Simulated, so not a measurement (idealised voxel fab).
Process module under the name voxel capacitor over wiring
Section cut is 180 nm wide and gridded with 5 nm square cells.
For the purposes of this document, a cross-section shall be understood as a grid of square cells, specified as bands listed in top-to-bottom order, each band consisting of one or more rows of cells.
A band entry consists of two parts. The first gives the height of the band's top and the height of its bottom, in nm. The rest lists the band's materials from left to right, each with its width in nm. A single material labelled with the word "edge to edge" fills the band from edge to edge, and the word "air" marks empty space.
A quick word on heights: they are counted from 0, and under that level the wafer as it came to us is one material throughout. The lowest band is different from the rest in having no bottom; it simply continues downward, written as in "0..down".
Top row gets the first number, bottom row gets the second, and each row in between changes by the same step: that is how a band width like "30->40" works.
Basically "changes: none" means that step didn't change any cell in the cross-section.
Heads up: "Enclosed void listing" only lists the empty pockets with no open path to the top that are 8 cells or more, and it writes them as width x height at distance, distance from the left edge, in nm.
Text after the settings on a step's line: the simulator's own remark on that step.
overlay nm: step with mask; distance mask lay right of planned place; negative value = left of planned place.

### These are the steps we planned for the process
1. RECEIVE | material Si
2. CONFORMAL_DEP | material SiO2 | thk nm 10
3. DIRECTIONAL_DEP | material TiN | thk nm 5
4. DIRECTIONAL_DEP | material W | thk nm 15
5. PATTERN | tone cover | mask id METAL_1 | material resist | width nm 25 | pitch nm 75 | thk nm 15 | overlay nm 0
6. DIRECTIONAL_ETCH | etch materials W | depth nm 15
7. DIRECTIONAL_ETCH | etch materials TiN | depth nm 5
8. STRIP | etch materials resist
9. FILL_DEP | material lowk | thk nm 5
10. CMP | height nm 30
11. CONFORMAL_DEP | material SiCN | thk nm 5
12. DIRECTIONAL_DEP | material lowk | thk nm 20
13. PATTERN | tone open | mask id PLUG_1 | material resist | width nm 15 | thk nm 15 | overlay nm 0
14. DIRECTIONAL_ETCH | etch materials lowk | depth nm 20
15. DIRECTIONAL_ETCH | etch materials SiCN | depth nm 5
16. STRIP | etch materials resist
17. EPI | material Ru | thk nm 10
18. EPI | material Ru | thk nm 10
19. EPI | material Ru | thk nm 5
20. DIRECTIONAL_DEP | material TiN | thk nm 10
21. DIRECTIONAL_DEP | material Al2O3 | thk nm 5
22. DIRECTIONAL_DEP | material TiN | thk nm 5
23. DIRECTIONAL_DEP | material aC | thk nm 15
24. PATTERN | tone cover | mask id UPPER_PLATE | material resist | width nm 55 | thk nm 35 | overlay nm 0
25. DIRECTIONAL_ETCH | etch materials aC | depth nm 15
26. STRIP | etch materials resist
27. DIRECTIONAL_ETCH | etch materials TiN | depth nm 5
28. DIRECTIONAL_ETCH | etch materials Al2O3 | depth nm 5
29. STRIP | etch materials aC
30. PATTERN | tone cover | mask id LOWER_PLATE | material resist | width nm 65 | thk nm 20 | overlay nm 0
31. DIRECTIONAL_ETCH | etch materials TiN | depth nm 10
32. STRIP | etch materials resist
33. FILL_DEP | material SiO2 | thk nm 20
34. CMP | height nm 90
35. PATTERN | tone open | mask id PLUG_2 | material resist | width nm 15 | thk nm 20 | overlay nm 0
36. DIRECTIONAL_ETCH | etch materials SiO2 | depth nm 15
37. STRIP | etch materials resist
38. CONFORMAL_DEP | material TiN | thk nm 5
39. FILL_DEP | material W | thk nm 10
40. CMP | height nm 90
41. CONFORMAL_DEP | material SiN | thk nm 5

### Cross-section, incoming material, after step 1
* 0..down  Si edge to edge
* Enclosed void listing: none

### Cross-section taken at module completion on the first of two wafers; processed per the plan
* 95..90  SiN edge to edge
* 90..80  SiO2 60, TiN 5, W 5, TiN 5, SiO2 105
* 80..70  SiO2 60->50, TiN 15->55, SiO2 105->75
* 70..65  SiO2 50, Al2O3 55, SiO2 75
* 65..55  SiO2 45, TiN 65, SiO2 70
* 55..35  lowk 50, Ru 15, lowk 115
* 35..30  SiCN 50, Ru 15, SiCN 115
* 30..15  lowk 40, W 25, lowk 50, W 25, lowk 40
* 15..10  lowk 40, TiN 25, lowk 50, TiN 25, lowk 40
* 10..0  SiO2 edge to edge
* 0..down  Si edge to edge
* Enclosed void listing: none

### Cross-sectional view: second of two wafers, end of module; start and plan identical to the first, one mistake in running
* 95..90  SiN edge to edge
* 90..80  SiO2 60, TiN 5, W 5, TiN 5, SiO2 105
* 80..70  SiO2 60->65, TiN 15->40, SiO2 105->75
* 70..65  SiO2 65, Al2O3 40, SiO2 75
* 65..60  SiO2 45, TiN 65, SiO2 70
* 60..55  SiO2 45, TiN 5, Al2O3 15, TiN 45, SiO2 70
* 55..45  lowk 50, TiN 15, lowk 115
* 45..35  lowk edge to edge
* 35..30  SiCN edge to edge
* 30..15  lowk 40, W 25, lowk 50, W 25, lowk 40
* 15..10  lowk 40, TiN 25, lowk 50, TiN 25, lowk 40
* 10..0  SiO2 edge to edge
* 0..down  Si edge to edge
* Enclosed void listing: none
Which mistake was made when the wafer was run? step 14 ran with different settings than intended, the actual operation and settings being DIRECTIONAL_ETCH | etch materials lowk | depth nm 10
Final comparison by cell count, materials where the second wafer has more or fewer than the first: Ru -15 | SiCN +3 | SiO2 +6 | lowk +6
